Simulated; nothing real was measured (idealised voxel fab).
process module | voxel double patterning
cross-section cut | 225 nm wide | cells 5 nm
A cross-section is a grid of square cells, given in bands from the top down. A band is one or more rows of cells.
Each band's line starts with the height of the band's top and of its bottom, in nm. Then come its materials from left to right, each with its width in nm. One material with "throughout" fills the band from edge to edge. "air" is empty space.
Height 0 is the level under which the wafer as received is all one material. The lowest band goes on downwards, as in "0 down".
A width such as "30 to 40" changes by the same amount from each row of cells to the next, from the band's top row to its bottom row.
"no change" after a step means that no cell of the cross-section changed.
closed voids: empty space of 8 cells or more with no open way to the top, each as width x height at its distance from the left edge, in nm
after a step's settings: what the simulator itself notes on the step
overlay nm, on a step with a mask: how far to the right of its planned place the mask lay; to the left if negative
plan
1 op RECEIVE | material Si
2 op CONFORMAL_DEP | material SiN | thk nm 5
3 op DIRECTIONAL_DEP | material SiO2 | thk nm 15
4 op DIRECTIONAL_DEP | material SiCN | thk nm 10
5 op PATTERN | tone open | mask id FIRST | material resist | width nm 15 | pitch nm 50 | thk nm 15 | overlay nm -15
6 op DIRECTIONAL_ETCH | etch materials SiCN | depth nm 10
7 op STRIP | etch materials resist
8 op MASKED_ETCH | tone open | mask id SECOND | width nm 15 | pitch nm 50 | etch materials SiCN | depth nm 10 | overlay nm 0
9 op DIRECTIONAL_ETCH | etch materials SiO2 | depth nm 15
10 op STRIP | etch materials SiCN
varied across the wafers: overlay nm of step 5. The plan shows the first wafer's value. All wafers start alike
first wafer as received, after step 1
  0 down: Si throughout
  closed voids: none
each wafer at the end: cells of each material gained (+) or lost (-) since it was received, then its closed voids
overlay nm -15 | +45 SiN | +96 SiO2 | closed voids: none
overlay nm -10 | +45 SiN | +90 SiO2 | closed voids: none
overlay nm -5 | +45 SiN | +90 SiO2 | closed voids: none
overlay nm 0 | +45 SiN | +90 SiO2 | closed voids: none
overlay nm 5 | +45 SiN | +90 SiO2 | closed voids: none
overlay nm 10 | +45 SiN | +90 SiO2 | closed voids: none
overlay nm 15 | +45 SiN | +96 SiO2 | closed voids: none
